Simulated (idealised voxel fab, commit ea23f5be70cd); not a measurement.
The process module that follows is named voxel capacitor over wiring.
Square cells of 5 nm make up the cross-section cut, whose width is 240 nm.
Notation: cross-section as square-cell grid; stated in bands, top first, going down; one or more cell rows per band.
Heads up on the band format: heights come first, top then bottom, in nm. After that it's the materials left to right, each with its width in nm. A single material flagged "full width" fills the whole band edge to edge, and "blank" means there's empty space there.
Note: height 0 marks the level under which the wafer is uniformly one material as received. Lowest band unbounded below, written "0..down".
A two-number width, for instance "30..40", indicates that the width is equal to the first number in the top row of the band and to the second number in the bottom row, and that it changes by a constant amount per row of cells.
The designation "remained the same", where it is given for a processing step, indicates that no cell of the cross-section was altered in the course of that step.
Heads up: "Enclosed internal cavities" only lists the empty pockets with no open path to the top that are 8 cells or more, and it writes them as width x height at distance, distance from the left edge, in nm.
Step line, after settings: the simulator's comment on this step.
The line of a step may include "overlay nm". On a step with a mask, this value is how far to the right of its planned place the mask lay. A negative value means the mask lay to the left.
This section lists the process steps that were planned
step 1: op RECEIVE | material Si
step 2: op CONFORMAL_DEP | material SiO2 | thk nm 10
step 3: op DIRECTIONAL_DEP | material TiN | thk nm 5
step 4: op DIRECTIONAL_DEP | material Ru | thk nm 15
step 5: op DIRECTIONAL_DEP | material aC | thk nm 15
step 6: op PATTERN | tone cover | mask id METAL_1 | material resist | width nm 30 | pitch nm 85 | thk nm 35 | overlay nm 0
step 7: op DIRECTIONAL_ETCH | etch materials aC | depth nm 15
step 8: op STRIP | etch materials resist
step 9: op DIRECTIONAL_ETCH | etch materials Ru | depth nm 15
step 10: op DIRECTIONAL_ETCH | etch materials TiN | depth nm 5
step 11: op STRIP | etch materials aC
step 12: op CONFORMAL_DEP | material SiCN | thk nm 5
step 13: op FILL_DEP | material lowk | thk nm 5
step 14: op CMP | height nm 30
step 15: op CONFORMAL_DEP | material SiCN | thk nm 5
step 16: op DIRECTIONAL_DEP | material SiO2 | thk nm 20
step 17: op MASKED_ETCH | tone open | mask id PLUG_1 | width nm 15 | etch materials SiO2 | depth nm 20 | overlay nm 0
step 18: op MASKED_ETCH | tone open | mask id PLUG_1 | width nm 15 | etch materials SiCN | depth nm 5 | overlay nm 0
step 19: op EPI | material Ru | thk nm 10
step 20: op EPI | material Ru | thk nm 10
step 21: op EPI | material Ru | thk nm 5
step 22: op DIRECTIONAL_DEP | material TiN | thk nm 10
step 23: op DIRECTIONAL_DEP | material Al2O3 | thk nm 5
step 24: op DIRECTIONAL_DEP | material TiN | thk nm 10
step 25: op DIRECTIONAL_DEP | material aC | thk nm 15
step 26: op PATTERN | tone cover | mask id UPPER_PLATE | material resist | width nm 60 | thk nm 30 | overlay nm 0
step 27: op DIRECTIONAL_ETCH | etch materials aC | depth nm 15
step 28: op STRIP | etch materials resist
step 29: op DIRECTIONAL_ETCH | etch materials TiN | depth nm 10
step 30: op DIRECTIONAL_ETCH | etch materials Al2O3 | depth nm 5
step 31: op STRIP | etch materials aC
step 32: op PATTERN | tone cover | mask id LOWER_PLATE | material resist | width nm 70 | thk nm 15 | overlay nm 0
step 33: op DIRECTIONAL_ETCH | etch materials TiN | depth nm 10
step 34: op STRIP | etch materials resist
step 35: op FILL_DEP | material SiO2 | thk nm 15
step 36: op CMP | height nm 90
step 37: op PATTERN | tone open | mask id PLUG_2 | material resist | width nm 15 | thk nm 20 | overlay nm 0
step 38: op DIRECTIONAL_ETCH | etch materials SiO2 | depth nm 10
step 39: op STRIP | etch materials resist
step 40: op CONFORMAL_DEP | material TiN | thk nm 5
step 41: op FILL_DEP | material W | thk nm 10
step 42: op CMP | height nm 90
step 43: op CONFORMAL_DEP | material SiN | thk nm 5
As received (post step 1): cross-section
  0..down | Si full width
  Enclosed internal cavities: none
First of two wafers: cross-section at end of module, run per plan
  95..90 | SiN full width
  90..85 | 85 nm SiO2  5 nm TiN  5 nm W  5 nm TiN  140 nm SiO2
  85..80 | 85 nm SiO2  15 nm TiN  140 nm SiO2
  80..70 | 75 nm SiO2  60 nm TiN  105 nm SiO2
  70..65 | 75 nm SiO2  60 nm Al2O3  105 nm SiO2
  65..55 | 70 nm SiO2  70 nm TiN  100 nm SiO2
  55..35 | 75 nm SiO2  15 nm Ru  150 nm SiO2
  35..30 | 75 nm SiCN  15 nm Ru  150 nm SiCN
  30..15 | 55 nm lowk  5 nm SiCN  30 nm Ru  5 nm SiCN  45 nm lowk  5 nm SiCN  30 nm Ru  5 nm SiCN  60 nm lowk
  15..10 | 60 nm SiCN  30 nm TiN  55 nm SiCN  30 nm TiN  65 nm SiCN
  10..0 | SiO2 full width
  0..down | Si full width
  Enclosed internal cavities: none
Second wafer through the module, sectioned at the end: same beginning and same plan as the first wafer, with one mistake in carrying it out
  95..90 | SiN full width
  90..85 | 85 nm SiO2  5 nm TiN  5 nm W  5 nm TiN  140 nm SiO2
  85..80 | 85 nm SiO2  15 nm TiN  140 nm SiO2
  80..70 | 75 nm SiO2  35 nm TiN  130 nm SiO2
  70..65 | 75 nm SiO2  35 nm Al2O3  130 nm SiO2
  65..55 | 70 nm SiO2  40..65 nm TiN  130..105 nm SiO2
  55..50 | 55 nm SiO2  55 nm Ru  25 nm TiN  105 nm SiO2
  50..45 | 55 nm SiO2  55 nm Ru  25 nm Al2O3  105 nm SiO2
  45..35 | 55 nm SiO2  55 nm Ru  30 nm TiN  100 nm SiO2
  35..30 | 75 nm SiCN  15 nm Ru  150 nm SiCN
  30..15 | 55 nm lowk  5 nm SiCN  30 nm Ru  5 nm SiCN  45 nm lowk  5 nm SiCN  30 nm Ru  5 nm SiCN  60 nm lowk
  15..10 | 60 nm SiCN  30 nm TiN  55 nm SiCN  30 nm TiN  65 nm SiCN
  10..0 | SiO2 full width
  0..down | Si full width
  Enclosed internal cavities: none
Short version of what went wrong: plan step 16 skipped
FYI, end of process, the second wafer has more or fewer cells of some materials than the first: +32 Ru; -32 SiO2
